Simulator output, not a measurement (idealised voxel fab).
voxel self aligned contacts: a process module
FYI the section here is cut, 235 nm wide, cells are 5 nm squares.
Square cells in a grid make up a cross-section in this document, and the grid is given as bands, listed from the top down, each one or more rows of cells. Heights first: top, then bottom, in nm. Then materials, left to right, each with a width in nm. "throughout" on a single material: fills the band edge to edge. "air": empty space. Heights are measured from 0, the level below which the as-received wafer is all one material; the lowest band has no bottom and continues downward, written as in "from 0 down". The two numbers in a width such as "30 to 40" mark its ends across the band: the first belongs to the top row of cells, the second to the bottom row, and from each row to the next the width moves by the same amount. Reading "changes: none" for a step: not a cell of the cross-section changed in it. In "Enclosed cavity list" the enclosed voids are listed, meaning empty spaces of 8 cells or larger without any opening to the top. The form is width x height at distance, distance from the left edge, units nm. It should be noted that, on the line of a given step, the content following the step's settings is a remark produced by the simulator itself with respect to that step. You can add "overlay nm" to a step's line. For a step with a mask, it describes how far the mask lay to the right of its planned position, and a negative number describes a lay to the left.
Planned step list for the process:
1 RECEIVE, material Si
2 OXIDIZE, depth nm 5
3 DIRECTIONAL_DEP, material polySi, thk nm 30
4 DIRECTIONAL_DEP, material SiN, thk nm 20
5 PATTERN, tone cover, mask id GATE, material resist, width nm 30, pitch nm 70, thk nm 15, overlay nm 0
6 DIRECTIONAL_ETCH, etch materials SiN, depth nm 20
7 DIRECTIONAL_ETCH, etch materials polySi, depth nm 20
8 STRIP, etch materials resist
9 CONFORMAL_DEP, material SiN, thk nm 10
10 DIRECTIONAL_ETCH, etch materials SiN, depth nm 10
11 FILL_DEP, material SiO2, thk nm 20
12 CMP, height nm 60
13 DIRECTIONAL_DEP, material aC, thk nm 15
14 PATTERN, tone open, mask id CONTACT, material resist, width nm 50, pitch nm 70, thk nm 30, overlay nm 0
15 DIRECTIONAL_ETCH, etch materials aC, depth nm 15
16 STRIP, etch materials resist
17 DIRECTIONAL_ETCH, etch materials SiO2, depth nm 65
18 STRIP, etch materials aC
19 CONFORMAL_DEP, material TiN, thk nm 5
20 FILL_DEP, material W, thk nm 5
21 CMP, height nm 60
22 CONFORMAL_DEP, material SiCN, thk nm 5
The plan's step 7 depth nm is the first wafer's value; the wafers differ in this setting and start identical.
As-received state after step 1, first of several wafers, cross-section:
	from 0 down  Si throughout
	Enclosed cavity list: none
Rows = wafers. At module end, each row lists per material the cells gained (+) or lost (-) since the wafer was received, then the closed voids:
depth nm 20; -47 Si; +47 SiCN; +168 SiN; +173 SiO2; +56 TiN; +48 W; +166 polySi; Enclosed cavity list: none
depth nm 25; -47 Si; +47 SiCN; +180 SiN; +182 SiO2; +60 TiN; +52 W; +137 polySi; Enclosed cavity list: none
depth nm 30; -47 Si; +47 SiCN; +192 SiN; +183 SiO2; +68 TiN; +60 W; +108 polySi; Enclosed cavity list: none
depth nm 35; -47 Si; +47 SiCN; +192 SiN; +183 SiO2; +68 TiN; +60 W; +108 polySi; Enclosed cavity list: none
depth nm 40; -47 Si; +47 SiCN; +192 SiN; +183 SiO2; +68 TiN; +60 W; +108 polySi; Enclosed cavity list: none
depth nm 45; -47 Si; +47 SiCN; +192 SiN; +183 SiO2; +68 TiN; +60 W; +108 polySi; Enclosed cavity list: none
